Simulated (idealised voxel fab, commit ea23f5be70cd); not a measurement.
Process module heading - voxel trench capacitor
Displayed cross-section: cut, width of 255 nm, square cells sized 5 nm.
Square cells in a grid make up a cross-section in this document, and the grid is given as bands, listed from the top down, each one or more rows of cells.
Look at the band entry: it leads with the top's height and the bottom's height in nm. Then it lists the materials left to right, with a width in nm for each. The word "full width" on a single material says that material fills the band edge to edge. The word "blank" is empty space.
Heights are reckoned from 0. Under this level, the received wafer is all of one material. The bottommost band is open-ended downward, for example "top 0, no bottom".
Width "30->40": first value at the band's top row of cells, second value at its bottom row, equal change from row to row.
Take "no alteration" at face value: in the step it is given for, the cross-section changed in none of its cells.
Basically, "Closed void inventory" tells you about the enclosed voids: empty spaces with no open way to the top, 8 cells or bigger, each written width x height at distance, where distance is from the left edge, all in nm.
On a step's line, text after the settings is the simulator commenting on that step.
What "overlay nm" on a step's line means: if the step has a mask, that mask lay this far to the right of its planned place, or, when the value is negative, to the left.

The following list gives the planned process steps
1 op RECEIVE | material Si
2 op CONFORMAL_DEP | material SiN | thk nm 5
3 op PATTERN | tone open | mask id TRENCH | material resist | width nm 20 | pitch nm 40 | thk nm 15 | overlay nm 0
4 op DIRECTIONAL_ETCH | etch materials SiN | depth nm 5
5 op DIRECTIONAL_ETCH | etch materials Si | depth nm 35
6 op STRIP | etch materials resist
7 op CONFORMAL_DEP | material Al2O3 | thk nm 5
8 op FILL_DEP | material polySi | thk nm 5
9 op CMP | height nm 5

Below: the first of two wafers, run as planned

Here's what the wafer looked like in cross-section when it arrived - that's after step 1
top 0, no bottom | Si full width
Closed void inventory: none

State of the wafer after step 2, shown in cross-section
top 5, bottom 0 | SiN full width
Below 0, no change.

State of the wafer after step 3, shown in cross-section
top 20, bottom 5 | resist (55), then blank (20), then resist (20), then blank (20), then resist (20), then blank (20), then resist (20), then blank (20), then resist (60)
Below 5, no change.

State of the wafer after step 4, shown in cross-section
top 20, bottom 5 | resist (55), then blank (20), then resist (20), then blank (20), then resist (20), then blank (20), then resist (20), then blank (20), then resist (60)
top 5, bottom 0 | SiN (55), then blank (20), then SiN (20), then blank (20), then SiN (20), then blank (20), then SiN (20), then blank (20), then SiN (60)
Below 0, no change.

State of the wafer after step 5, shown in cross-section
top 20, bottom 5 | resist (55), then blank (20), then resist (20), then blank (20), then resist (20), then blank (20), then resist (20), then blank (20), then resist (60)
top 5, bottom 0 | SiN (55), then blank (20), then SiN (20), then blank (20), then SiN (20), then blank (20), then SiN (20), then blank (20), then SiN (60)
top 0, bottom -35 | Si (55), then blank (20), then Si (20), then blank (20), then Si (20), then blank (20), then Si (20), then blank (20), then Si (60)
Below -35, no change.

State of the wafer after step 6, shown in cross-section
top 5, bottom 0 | SiN (55), then blank (20), then SiN (20), then blank (20), then SiN (20), then blank (20), then SiN (20), then blank (20), then SiN (60)
Below 0, no change.

State of the wafer after step 7, shown in cross-section
top 10, bottom 5 | Al2O3 (60), then blank (10), then Al2O3 (30), then blank (10), then Al2O3 (30), then blank (10), then Al2O3 (30), then blank (10), then Al2O3 (65)
top 5, bottom 0 | SiN (55), then Al2O3 (5), then blank (10), then Al2O3 (5), then SiN (20), then Al2O3 (5), then blank (10), then Al2O3 (5), then SiN (20), then Al2O3 (5), then blank (10), then Al2O3 (5), then SiN (20), then Al2O3 (5), then blank (10), then Al2O3 (5), then SiN (60)
top 0, bottom -30 | Si (55), then Al2O3 (5), then blank (10), then Al2O3 (5), then Si (20), then Al2O3 (5), then blank (10), then Al2O3 (5), then Si (20), then Al2O3 (5), then blank (10), then Al2O3 (5), then Si (20), then Al2O3 (5), then blank (10), then Al2O3 (5), then Si (60)
top -30, bottom -35 | Si (55), then Al2O3 (20), then Si (20), then Al2O3 (20), then Si (20), then Al2O3 (20), then Si (20), then Al2O3 (20), then Si (60)
Below -35, no change.

State of the wafer after step 8, shown in cross-section
top 15, bottom 10 | polySi full width
top 10, bottom 5 | Al2O3 (60), then polySi (10), then Al2O3 (30), then polySi (10), then Al2O3 (30), then polySi (10), then Al2O3 (30), then polySi (10), then Al2O3 (65)
top 5, bottom 0 | SiN (55), then Al2O3 (5), then polySi (10), then Al2O3 (5), then SiN (20), then Al2O3 (5), then polySi (10), then Al2O3 (5), then SiN (20), then Al2O3 (5), then polySi (10), then Al2O3 (5), then SiN (20), then Al2O3 (5), then polySi (10), then Al2O3 (5), then SiN (60)
top 0, bottom -30 | Si (55), then Al2O3 (5), then polySi (10), then Al2O3 (5), then Si (20), then Al2O3 (5), then polySi (10), then Al2O3 (5), then Si (20), then Al2O3 (5), then polySi (10), then Al2O3 (5), then Si (20), then Al2O3 (5), then polySi (10), then Al2O3 (5), then Si (60)
Below -30, no change.

State of the wafer after step 9, shown in cross-section
top 5, bottom 0 | SiN (55), then Al2O3 (5), then polySi (10), then Al2O3 (5), then SiN (20), then Al2O3 (5), then polySi (10), then Al2O3 (5), then SiN (20), then Al2O3 (5), then polySi (10), then Al2O3 (5), then SiN (20), then Al2O3 (5), then polySi (10), then Al2O3 (5), then SiN (60)
Below 0, no change.

Okay, second wafer. Nothing different at the start, nothing different in the plan, just one mistake somewhere in the running. As far as step 2, counting that step, it's the first wafer all over again

Second wafer profile in section, at the moment step 3 of the plan was meant to be complete
top 20, bottom 5 | resist (60), then blank (20), then resist (20), then blank (20), then resist (20), then blank (20), then resist (20), then blank (20), then resist (55)
Below 5, no change.

Second wafer profile in section, at the moment step 4 of the plan was meant to be complete
top 20, bottom 5 | resist (60), then blank (20), then resist (20), then blank (20), then resist (20), then blank (20), then resist (20), then blank (20), then resist (55)
top 5, bottom 0 | SiN (60), then blank (20), then SiN (20), then blank (20), then SiN (20), then blank (20), then SiN (20), then blank (20), then SiN (55)
Below 0, no change.

Second wafer profile in section, at the moment step 5 of the plan was meant to be complete
top 20, bottom 5 | resist (60), then blank (20), then resist (20), then blank (20), then resist (20), then blank (20), then resist (20), then blank (20), then resist (55)
top 5, bottom 0 | SiN (60), then blank (20), then SiN (20), then blank (20), then SiN (20), then blank (20), then SiN (20), then blank (20), then SiN (55)
top 0, bottom -35 | Si (60), then blank (20), then Si (20), then blank (20), then Si (20), then blank (20), then Si (20), then blank (20), then Si (55)
Below -35, no change.

Second wafer profile in section, at the moment step 6 of the plan was meant to be complete
top 5, bottom 0 | SiN (60), then blank (20), then SiN (20), then blank (20), then SiN (20), then blank (20), then SiN (20), then blank (20), then SiN (55)
Below 0, no change.

Second wafer profile in section, at the moment step 7 of the plan was meant to be complete
top 10, bottom 5 | Al2O3 (65), then blank (10), then Al2O3 (30), then blank (10), then Al2O3 (30), then blank (10), then Al2O3 (30), then blank (10), then Al2O3 (60)
top 5, bottom 0 | SiN (60), then Al2O3 (5), then blank (10), then Al2O3 (5), then SiN (20), then Al2O3 (5), then blank (10), then Al2O3 (5), then SiN (20), then Al2O3 (5), then blank (10), then Al2O3 (5), then SiN (20), then Al2O3 (5), then blank (10), then Al2O3 (5), then SiN (55)
top 0, bottom -30 | Si (60), then Al2O3 (5), then blank (10), then Al2O3 (5), then Si (20), then Al2O3 (5), then blank (10), then Al2O3 (5), then Si (20), then Al2O3 (5), then blank (10), then Al2O3 (5), then Si (20), then Al2O3 (5), then blank (10), then Al2O3 (5), then Si (55)
top -30, bottom -35 | Si (60), then Al2O3 (20), then Si (20), then Al2O3 (20), then Si (20), then Al2O3 (20), then Si (20), then Al2O3 (20), then Si (55)
Below -35, no change.

Second wafer profile in section, at the moment step 8 of the plan was meant to be complete
top 15, bottom 10 | polySi full width
top 10, bottom 5 | Al2O3 (65), then polySi (10), then Al2O3 (30), then polySi (10), then Al2O3 (30), then polySi (10), then Al2O3 (30), then polySi (10), then Al2O3 (60)
top 5, bottom 0 | SiN (60), then Al2O3 (5), then polySi (10), then Al2O3 (5), then SiN (20), then Al2O3 (5), then polySi (10), then Al2O3 (5), then SiN (20), then Al2O3 (5), then polySi (10), then Al2O3 (5), then SiN (20), then Al2O3 (5), then polySi (10), then Al2O3 (5), then SiN (55)
top 0, bottom -30 | Si (60), then Al2O3 (5), then polySi (10), then Al2O3 (5), then Si (20), then Al2O3 (5), then polySi (10), then Al2O3 (5), then Si (20), then Al2O3 (5), then polySi (10), then Al2O3 (5), then Si (20), then Al2O3 (5), then polySi (10), then Al2O3 (5), then Si (55)
Below -30, no change.

Second wafer profile in section, at the moment step 9 of the plan was meant to be complete
top 5, bottom 0 | SiN (60), then Al2O3 (5), then polySi (10), then Al2O3 (5), then SiN (20), then Al2O3 (5), then polySi (10), then Al2O3 (5), then SiN (20), then Al2O3 (5), then polySi (10), then Al2O3 (5), then SiN (20), then Al2O3 (5), then polySi (10), then Al2O3 (5), then SiN (55)
Below 0, no change.
Where did the run depart from the plan? off-plan run, step 3, actual operation and settings op PATTERN | tone open | mask id TRENCH | material resist | width nm 20 | pitch nm 40 | thk nm 15 | overlay nm 5
Cell counts per material: same on both final wafers. Positions: different.
